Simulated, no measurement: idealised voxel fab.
Process module name: voxel transistor to metal
The cross-section shown here is cut; it is 165 nm wide and divided into square cells measuring 5 nm on a side.
The cross-sections in this document take the form of a grid made of square cells. They are written out as bands, in order from top to bottom. Each band consists of one or more rows of cells.
Top, bottom (nm), then materials left to right with widths (nm); lone material tagged "throughout" fills the whole band edge to edge; "empty" = empty space.
Convention: height 0 is the level below which the wafer, as received, is all one material. The lowest band does not terminate at the bottom but continues downward, represented as "0..down".
When a width is written as two numbers, as in "30->40", the first number is the width in the top row of cells of the band and the second is the width in its bottom row, and the width changes by the same amount from each row to the next.
"stayed the same" after a step means that no cell of the cross-section changed.
"Enclosed void inventory" means: voids of 8 cells or more that are shut off from the top with no open way through. Written width x height at distance, distance from the left edge, in nm.
On a step's line, text after the settings is the simulator commenting on that step.
overlay nm: on a step with a mask, how far right of its planned place the mask lay; negative means left.
-- So here's the lineup of process steps we planned
- 1: RECEIVE (material Si)
- 2: OXIDIZE (depth nm 5)
- 3: CONFORMAL_DEP (material SiN; thk nm 10)
- 4: MASKED_ETCH (tone cover; mask id ACTIVE; width nm 115; etch materials SiN; depth nm 10; overlay nm 0)
- 5: MASKED_ETCH (tone cover; mask id ACTIVE; width nm 115; etch materials SiO2; depth nm 5; overlay nm 0)
- 6: MASKED_ETCH (tone cover; mask id ACTIVE; width nm 115; etch materials Si; depth nm 35; overlay nm 0)
- 7: OXIDIZE (depth nm 5)
- 8: FILL_DEP (material SiO2; thk nm 15)
- 9: CMP (height nm 10)
- 10: SELECTIVE_ETCH (etch materials SiO2; depth nm 10)
- 11: STRIP (etch materials SiN)
- 12: SELECTIVE_ETCH (etch materials SiO2; depth nm 5)
- 13: OXIDIZE (depth nm 5)
- 14: DIRECTIONAL_DEP (material polySi; thk nm 25)
- 15: DIRECTIONAL_DEP (material SiCN; thk nm 10)
- 16: MASKED_ETCH (tone cover; mask id GATE; width nm 35; etch materials SiCN; depth nm 20; overlay nm 0)
- 17: MASKED_ETCH (tone cover; mask id GATE; width nm 35; etch materials polySi; depth nm 35; overlay nm 0)
- 18: CONFORMAL_DEP (material SiN; thk nm 10)
- 19: DIRECTIONAL_ETCH (etch materials SiN; depth nm 10)
- 20: DIRECTIONAL_ETCH (etch materials SiO2; depth nm 5)
- 21: DIRECTIONAL_ETCH (etch materials Si; depth nm 5)
- 22: EPI (material SiGe; thk nm 5)
- 23: FILL_DEP (material SiO2; thk nm 10)
- 24: CMP (height nm 20)
- 25: STRIP (etch materials polySi)
- 26: SELECTIVE_ETCH (etch materials SiO2; depth nm 5)
- 27: CONFORMAL_DEP (material HfO2; thk nm 5)
- 28: CONFORMAL_DEP (material TiN; thk nm 5)
- 29: FILL_DEP (material W; thk nm 5)
- 30: CMP (height nm 15)
- 31: DIRECTIONAL_DEP (material SiO2; thk nm 10)
- 32: DIRECTIONAL_DEP (material aC; thk nm 10)
- 33: PATTERN (tone open; mask id CONTACT; material resist; width nm 20; pitch nm 85; thk nm 30; overlay nm 0)
- 34: DIRECTIONAL_ETCH (etch materials aC; depth nm 10)
- 35: STRIP (etch materials resist)
- 36: DIRECTIONAL_ETCH (etch materials SiO2; depth nm 35)
- 37: STRIP (etch materials aC)
- 38: CONFORMAL_DEP (material TiN; thk nm 5)
- 39: FILL_DEP (material W; thk nm 5)
- 40: CMP (height nm 25)
- 41: DIRECTIONAL_DEP (material TiN; thk nm 5)
- 42: DIRECTIONAL_DEP (material W; thk nm 25)
- 43: MASKED_ETCH (tone cover; mask id METAL_1; width nm 20; pitch nm 85; etch materials W; depth nm 25; overlay nm 0)
- 44: MASKED_ETCH (tone cover; mask id METAL_1; width nm 20; pitch nm 85; etch materials TiN; depth nm 5; overlay nm 0)
- 45: CONFORMAL_DEP (material SiN; thk nm 5)
- 46: FILL_DEP (material lowk; thk nm 5)
- 47: CMP (height nm 55)
- 48: CONFORMAL_DEP (material SiCN; thk nm 5)
-- Cross-section, incoming material, after step 1
- 0..down = Si throughout
- Enclosed void inventory: none
-- As-planned run: cross-section of the first of two wafers at end of module
- 60..55 = SiCN throughout
- 55..30 = lowk 25 | SiN 5 | W 20 | SiN 5 | lowk 55 | SiN 5 | W 20 | SiN 5 | lowk 25
- 30..25 = SiN 30 | TiN 20 | SiN 65 | TiN 20 | SiN 30
- 25..15 = SiO2 30 | TiN 5 | W 10 | TiN 5 | SiO2 65 | TiN 5 | W 10 | TiN 5 | SiO2 30
- 15..0 = SiO2 30 | TiN 5 | W 10 | TiN 5 | SiO2 5 | SiN 10 | HfO2 5 | TiN 5 | W 15 | TiN 5 | HfO2 5 | SiN 10 | SiO2 5 | TiN 5 | W 10 | TiN 5 | SiO2 30
- 0..-5 = SiO2 30 | TiN 5 | W 10 | TiN 5 | SiO2 5 | SiN 10 | HfO2 5 | TiN 25 | HfO2 5 | SiN 10 | SiO2 5 | TiN 5 | W 10 | TiN 5 | SiO2 30
- -5..-10 = SiO2 30 | TiN 20 | SiGe 5 | SiO2 5 | HfO2 45 | SiO2 5 | SiGe 5 | TiN 20 | SiO2 30
- -10..-15 = SiO2 30 | SiGe 25 | Si 55 | SiGe 25 | SiO2 30
- -15..-45 = SiO2 30 | Si 105 | SiO2 30
- -45..down = Si throughout
- Enclosed void inventory: none
-- Second of two wafers, module complete, sectioned: it shares the first wafer's start and plan but was run with one mistake
- 60..55 = SiCN throughout
- 55..30 = lowk 25 | SiN 5 | W 20 | SiN 5 | lowk 55 | SiN 5 | W 20 | SiN 5 | lowk 25
- 30..25 = SiN 30 | TiN 20 | SiN 65 | TiN 20 | SiN 30
- 25..20 = W 25 | TiN 5 | SiO2 20 | TiN 5 | W 55 | TiN 5 | SiO2 20 | TiN 5 | W 25
- 20..15 = W 25 | TiN 5 | SiO2 20 | TiN 65 | SiO2 20 | TiN 5 | W 25
- 15..0 = W 25 | TiN 5 | SiO2 20 | TiN 5 | SiN 10 | HfO2 5 | TiN 5 | W 15 | TiN 5 | HfO2 5 | SiN 10 | TiN 5 | SiO2 20 | TiN 5 | W 25
- 0..-5 = W 25 | TiN 5 | SiO2 20 | TiN 5 | SiN 10 | HfO2 5 | TiN 25 | HfO2 5 | SiN 10 | TiN 5 | SiO2 20 | TiN 5 | W 25
- -5..-10 = TiN 30 | SiO2 20 | SiGe 5 | SiO2 5 | HfO2 45 | SiO2 5 | SiGe 5 | SiO2 20 | TiN 30
- -10..-15 = SiO2 30 | SiGe 25 | Si 55 | SiGe 25 | SiO2 30
- -15..-45 = SiO2 30 | Si 105 | SiO2 30
- -45..down = Si throughout
- Enclosed void inventory: none
Misprocessing identified: the process deviated at step 33: the operation and settings actually run there were PATTERN (tone cover; mask id CONTACT; material resist; width nm 20; pitch nm 85; thk nm 30; overlay nm 0)
Materials where the second wafer ends with more or fewer cells than the first: SiO2: 62 fewer, TiN: 15 more, W: 47 more
